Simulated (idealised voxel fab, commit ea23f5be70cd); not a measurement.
This is a process module. Its name is voxel trench capacitor.
The cross-section on display is named cut; it measures 160 nm wide, and its cells are 5 nm squares.
We lay out every cross-section as a grid of square cells and spell it out in bands from the top down, where one band means one or more rows of cells. Top height, bottom height, nm. Materials left to right, width each, nm. Single material + "everywhere" = fills band edge to edge. "air" = empty. Heights are expressed relative to 0, this being the level below which the as-received wafer comprises one material exclusively. The lowest band is unbounded in the downward direction and is denoted as in "0 nm and below". So if you see something like "30..40" for the width, read it as the top row of the band sitting at the first number and the bottom row at the second, with every row in between moving by the same amount as the last. Step marked "stayed the same"? Then no cell in the cross-section changed in it. "Sealed cavities": empty spaces of 8 cells or more with no open way to the top, each given as width x height at distance, distance from the left edge, all in nm. On each step's line, the part that comes after the settings is the simulator's own comment on the step. overlay nm: how far to the right of its planned place the mask lay on this masked step (negative: to the left).
## The process steps that were planned are listed below
1 RECEIVE, material Si
2 CONFORMAL_DEP, material SiN, thk nm 5
3 PATTERN, tone open, mask id TRENCH, material resist, width nm 30, pitch nm 50, thk nm 20, overlay nm 0
4 DIRECTIONAL_ETCH, etch materials SiN, depth nm 5
5 DIRECTIONAL_ETCH, etch materials Si, depth nm 25
6 STRIP, etch materials resist
7 CONFORMAL_DEP, material Al2O3, thk nm 5
8 CONFORMAL_DEP, material TiN, thk nm 5
9 FILL_DEP, material W, thk nm 10
10 CMP, height nm 5
## The first of the two wafers, which ran as planned
## Wafer at receipt (post step 1), cross-section
- 0 nm and below  Si everywhere
- Sealed cavities: none
## So this is the wafer cross-section right after step 2
- 5 nm to 0 nm  SiN everywhere
- Lower than 0, everything is as it was.
## So this is the wafer cross-section right after step 3
- 25 nm to 5 nm  resist 15 | air 30 | resist 20 | air 30 | resist 20 | air 30 | resist 15
- Lower than 5, everything is as it was.
## So this is the wafer cross-section right after step 4
- 25 nm to 5 nm  resist 15 | air 30 | resist 20 | air 30 | resist 20 | air 30 | resist 15
- 5 nm to 0 nm  SiN 15 | air 30 | SiN 20 | air 30 | SiN 20 | air 30 | SiN 15
- Lower than 0, everything is as it was.
## So this is the wafer cross-section right after step 5
- 25 nm to 5 nm  resist 15 | air 30 | resist 20 | air 30 | resist 20 | air 30 | resist 15
- 5 nm to 0 nm  SiN 15 | air 30 | SiN 20 | air 30 | SiN 20 | air 30 | SiN 15
- 0 nm to -25 nm  Si 15 | air 30 | Si 20 | air 30 | Si 20 | air 30 | Si 15
- Lower than -25, everything is as it was.
## So this is the wafer cross-section right after step 6
- 5 nm to 0 nm  SiN 15 | air 30 | SiN 20 | air 30 | SiN 20 | air 30 | SiN 15
- Lower than 0, everything is as it was.
## So this is the wafer cross-section right after step 7
- 10 nm to 5 nm  Al2O3 20 | air 20 | Al2O3 30 | air 20 | Al2O3 30 | air 20 | Al2O3 20
- 5 nm to 0 nm  SiN 15 | Al2O3 5 | air 20 | Al2O3 5 | SiN 20 | Al2O3 5 | air 20 | Al2O3 5 | SiN 20 | Al2O3 5 | air 20 | Al2O3 5 | SiN 15
- 0 nm to -20 nm  Si 15 | Al2O3 5 | air 20 | Al2O3 5 | Si 20 | Al2O3 5 | air 20 | Al2O3 5 | Si 20 | Al2O3 5 | air 20 | Al2O3 5 | Si 15
- -20 nm to -25 nm  Si 15 | Al2O3 30 | Si 20 | Al2O3 30 | Si 20 | Al2O3 30 | Si 15
- Lower than -25, everything is as it was.
## So this is the wafer cross-section right after step 8
- 15 nm to 10 nm  TiN 25 | air 10 | TiN 40 | air 10 | TiN 40 | air 10 | TiN 25
- 10 nm to 5 nm  Al2O3 20 | TiN 5 | air 10 | TiN 5 | Al2O3 30 | TiN 5 | air 10 | TiN 5 | Al2O3 30 | TiN 5 | air 10 | TiN 5 | Al2O3 20
- 5 nm to 0 nm  SiN 15 | Al2O3 5 | TiN 5 | air 10 | TiN 5 | Al2O3 5 | SiN 20 | Al2O3 5 | TiN 5 | air 10 | TiN 5 | Al2O3 5 | SiN 20 | Al2O3 5 | TiN 5 | air 10 | TiN 5 | Al2O3 5 | SiN 15
- 0 nm to -15 nm  Si 15 | Al2O3 5 | TiN 5 | air 10 | TiN 5 | Al2O3 5 | Si 20 | Al2O3 5 | TiN 5 | air 10 | TiN 5 | Al2O3 5 | Si 20 | Al2O3 5 | TiN 5 | air 10 | TiN 5 | Al2O3 5 | Si 15
- -15 nm to -20 nm  Si 15 | Al2O3 5 | TiN 20 | Al2O3 5 | Si 20 | Al2O3 5 | TiN 20 | Al2O3 5 | Si 20 | Al2O3 5 | TiN 20 | Al2O3 5 | Si 15
- Lower than -20, everything is as it was.
## So this is the wafer cross-section right after step 9
- 25 nm to 15 nm  W everywhere
- 15 nm to 10 nm  TiN 25 | W 10 | TiN 40 | W 10 | TiN 40 | W 10 | TiN 25
- 10 nm to 5 nm  Al2O3 20 | TiN 5 | W 10 | TiN 5 | Al2O3 30 | TiN 5 | W 10 | TiN 5 | Al2O3 30 | TiN 5 | W 10 | TiN 5 | Al2O3 20
- 5 nm to 0 nm  SiN 15 | Al2O3 5 | TiN 5 | W 10 | TiN 5 | Al2O3 5 | SiN 20 | Al2O3 5 | TiN 5 | W 10 | TiN 5 | Al2O3 5 | SiN 20 | Al2O3 5 | TiN 5 | W 10 | TiN 5 | Al2O3 5 | SiN 15
- 0 nm to -15 nm  Si 15 | Al2O3 5 | TiN 5 | W 10 | TiN 5 | Al2O3 5 | Si 20 | Al2O3 5 | TiN 5 | W 10 | TiN 5 | Al2O3 5 | Si 20 | Al2O3 5 | TiN 5 | W 10 | TiN 5 | Al2O3 5 | Si 15
- Lower than -15, everything is as it was.
## So this is the wafer cross-section right after step 10
- 5 nm to 0 nm  SiN 15 | Al2O3 5 | TiN 5 | W 10 | TiN 5 | Al2O3 5 | SiN 20 | Al2O3 5 | TiN 5 | W 10 | TiN 5 | Al2O3 5 | SiN 20 | Al2O3 5 | TiN 5 | W 10 | TiN 5 | Al2O3 5 | SiN 15
- Lower than 0, everything is as it was.
## Wafer two. Same start, same plan, one slip in execution. Same as wafer one through step 2, inclusive
## Second wafer, sectioned view, at step 3's planned end time
- 25 nm to 5 nm  resist 20 | air 20 | resist 30 | air 20 | resist 30 | air 20 | resist 20
- Lower than 5, everything is as it was.
## Second wafer, sectioned view, at step 4's planned end time
- 25 nm to 5 nm  resist 20 | air 20 | resist 30 | air 20 | resist 30 | air 20 | resist 20
- 5 nm to 0 nm  SiN 20 | air 20 | SiN 30 | air 20 | SiN 30 | air 20 | SiN 20
- Lower than 0, everything is as it was.
## Second wafer, sectioned view, at step 5's planned end time
- 25 nm to 5 nm  resist 20 | air 20 | resist 30 | air 20 | resist 30 | air 20 | resist 20
- 5 nm to 0 nm  SiN 20 | air 20 | SiN 30 | air 20 | SiN 30 | air 20 | SiN 20
- 0 nm to -25 nm  Si 20 | air 20 | Si 30 | air 20 | Si 30 | air 20 | Si 20
- Lower than -25, everything is as it was.
## Second wafer, sectioned view, at step 6's planned end time
- 5 nm to 0 nm  SiN 20 | air 20 | SiN 30 | air 20 | SiN 30 | air 20 | SiN 20
- Lower than 0, everything is as it was.
## Second wafer, sectioned view, at step 7's planned end time
- 10 nm to 5 nm  Al2O3 25 | air 10 | Al2O3 40 | air 10 | Al2O3 40 | air 10 | Al2O3 25
- 5 nm to 0 nm  SiN 20 | Al2O3 5 | air 10 | Al2O3 5 | SiN 30 | Al2O3 5 | air 10 | Al2O3 5 | SiN 30 | Al2O3 5 | air 10 | Al2O3 5 | SiN 20
- 0 nm to -20 nm  Si 20 | Al2O3 5 | air 10 | Al2O3 5 | Si 30 | Al2O3 5 | air 10 | Al2O3 5 | Si 30 | Al2O3 5 | air 10 | Al2O3 5 | Si 20
- -20 nm to -25 nm  Si 20 | Al2O3 20 | Si 30 | Al2O3 20 | Si 30 | Al2O3 20 | Si 20
- Lower than -25, everything is as it was.
## Second wafer, sectioned view, at step 8's planned end time
- 15 nm to 10 nm  TiN everywhere
- 10 nm to 5 nm  Al2O3 25 | TiN 10 | Al2O3 40 | TiN 10 | Al2O3 40 | TiN 10 | Al2O3 25
- 5 nm to 0 nm  SiN 20 | Al2O3 5 | TiN 10 | Al2O3 5 | SiN 30 | Al2O3 5 | TiN 10 | Al2O3 5 | SiN 30 | Al2O3 5 | TiN 10 | Al2O3 5 | SiN 20
- 0 nm to -20 nm  Si 20 | Al2O3 5 | TiN 10 | Al2O3 5 | Si 30 | Al2O3 5 | TiN 10 | Al2O3 5 | Si 30 | Al2O3 5 | TiN 10 | Al2O3 5 | Si 20
- Lower than -20, everything is as it was.
## Second wafer, sectioned view, at step 9's planned end time
- 25 nm to 15 nm  W everywhere
- Lower than 15, everything is as it was.
## Second wafer, sectioned view, at step 10's planned end time
- 5 nm to 0 nm  SiN 20 | Al2O3 5 | TiN 10 | Al2O3 5 | SiN 30 | Al2O3 5 | TiN 10 | Al2O3 5 | SiN 30 | Al2O3 5 | TiN 10 | Al2O3 5 | SiN 20
- Lower than 0, everything is as it was.
Which mistake was made when the wafer was run? step 3 was run on a setting that differed from the plan, and what really ran there is PATTERN, tone open, mask id TRENCH, material resist, width nm 20, pitch nm 50, thk nm 20, overlay nm 0
It is noted that, at the conclusion of processing, the second wafer exhibits a higher or lower cell count for certain materials relative to the first: -6 Al2O3; +30 Si; +6 SiN; -6 TiN; -24 W
